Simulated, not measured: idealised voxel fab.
process module | voxel tone inversion
cross-section cut | 170 nm wide | cells 5 nm
A cross-section is a grid of square cells, given in bands from the top down. A band is one or more rows of cells.
Each band's line starts with the height of the band's top and of its bottom, in nm. Then come its materials from left to right, each with its width in nm. One material with "throughout" fills the band from edge to edge. "air" is empty space.
Height 0 is the level under which the wafer as received is all one material. The lowest band goes on downwards, as in "0 down".
A width such as "30 to 40" changes by the same amount from each row of cells to the next, from the band's top row to its bottom row.
"no change" after a step means that no cell of the cross-section changed.
closed voids: empty space of 8 cells or more with no open way to the top, each as width x height at its distance from the left edge, in nm
after a step's settings: what the simulator itself notes on the step
overlay nm, on a step with a mask: how far to the right of its planned place the mask lay; to the left if negative
plan
1 op RECEIVE | material Si
2 op CONFORMAL_DEP | material SiN | thk nm 10
3 op DIRECTIONAL_DEP | material aC | thk nm 25
4 op PATTERN | tone cover | mask id POSTS | material resist | width nm 25 | pitch nm 40 | thk nm 30 | overlay nm 0
5 op DIRECTIONAL_ETCH | etch materials aC | depth nm 25
6 op STRIP | etch materials resist
7 op FILL_DEP | material lowk | thk nm 10
8 op CMP | height nm 35
9 op STRIP | etch materials aC
10 op CONFORMAL_DEP | material TiN | thk nm 5
11 op FILL_DEP | material Ru | thk nm 10
12 op CMP | height nm 35
13 op CONFORMAL_DEP | material SiCN | thk nm 5
as received, after step 1
  0 down: Si throughout
  closed voids: none
a wafer at the end: this start, this plan, one mistake
  40 to 35: SiCN throughout
  35 to 15: Ru 25 | TiN 5 | lowk 25 | TiN 5 | Ru 5 | TiN 5 | lowk 25 | TiN 5 | Ru 5 | TiN 5 | lowk 25 | TiN 5 | Ru 30
  15 to 10: TiN 30 | lowk 25 | TiN 15 | lowk 25 | TiN 15 | lowk 25 | TiN 35
  10 to 0: SiN throughout
  0 down: Si throughout
  closed voids: none
what went wrong: step 4 ran as: op PATTERN | tone open | mask id POSTS | material resist | width nm 25 | pitch nm 40 | thk nm 30 | overlay nm 0
